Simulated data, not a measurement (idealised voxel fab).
Documented hereafter: the process module known as voxel released beams.
Cross-sectional view cut (width: 185 nm; square cell size: 5 nm).
When this document writes out a cross-section, it uses a grid of square cells and lists it as bands, beginning at the top and moving down, with a band standing for one or more rows of cells. Each band's line starts with the height of the band's top and of its bottom, in nm. Then come its materials from left to right, each with its width in nm. One material with "edge to edge" fills the band from edge to edge. "blank" is empty space. Counting heights begins at 0, where everything beneath is, in the wafer as received, one material. The lowest band has no bottom; it goes on downwards, as "top 0, no bottom" shows. The expression "30 to 40" gives the width at the extremes of the band, the first number at its top row of cells and the second at its bottom row, with the width changing by equal amounts from each row to the next in between. Where the words "no change" appear for a step, the cross-section shows no cell changed by that step; every cell remained as before. You'll see "Closed empty spaces" listing empty spaces that have no way open to the top, as long as they're 8 cells or more; the notation is width x height at distance, where the distance is from the left edge, and all of it is in nm. after a step's settings: what the simulator itself notes on the step. "overlay nm" denotes, for a step that has a mask, the displacement of the mask to the right of its planned place, with negative values corresponding to the left.

PLAN
1. RECEIVE,material Si
2. CONFORMAL_DEP,material Al2O3,thk nm 10
3. DIRECTIONAL_DEP,material SiO2,thk nm 20
4. DIRECTIONAL_DEP,material aC,thk nm 10
5. PATTERN,tone open,mask id ANCHOR,material resist,width nm 45,thk nm 30,overlay nm 0
6. DIRECTIONAL_ETCH,etch materials aC,depth nm 10
7. STRIP,etch materials resist
8. DIRECTIONAL_ETCH,etch materials SiO2,depth nm 20
9. STRIP,etch materials aC
10. CONFORMAL_DEP,material polySi,thk nm 15
11. MASKED_ETCH,tone cover,mask id BEAM,width nm 110,etch materials polySi,depth nm 15,overlay nm 0
12. STRIP,etch materials SiO2

THE CROSS-SECTION HERE SHOWS THE WAFER AS RECEIVED, I.E. IN ITS STATE AFTER STEP 1
	top 0, no bottom  Si edge to edge
	Closed empty spaces: none

BELOW IS THE WAFER IN CROSS-SECTION AFTER THE MODULE WAS COMPLETED. IT BEGAN FROM THE STARTING POINT SHOWN ABOVE AND FOLLOWED THE PLAN SHOWN ABOVE, EXCEPT THAT ONE MISTAKE WAS MADE WHILE RUNNING IT
	top 45, bottom 30  55 nm Al2O3  15 nm blank  115 nm Al2O3
	top 30, bottom 25  40 nm SiO2  15 nm Al2O3  15 nm blank  15 nm Al2O3  100 nm SiO2
	top 25, bottom 10  40 nm SiO2  45 nm Al2O3  100 nm SiO2
	top 10, bottom 0  Al2O3 edge to edge
	top 0, no bottom  Si edge to edge
	Closed empty spaces: none
Deviation noted in wafer processing: step 10 changed vs plan, executed as CONFORMAL_DEP,material Al2O3,thk nm 15
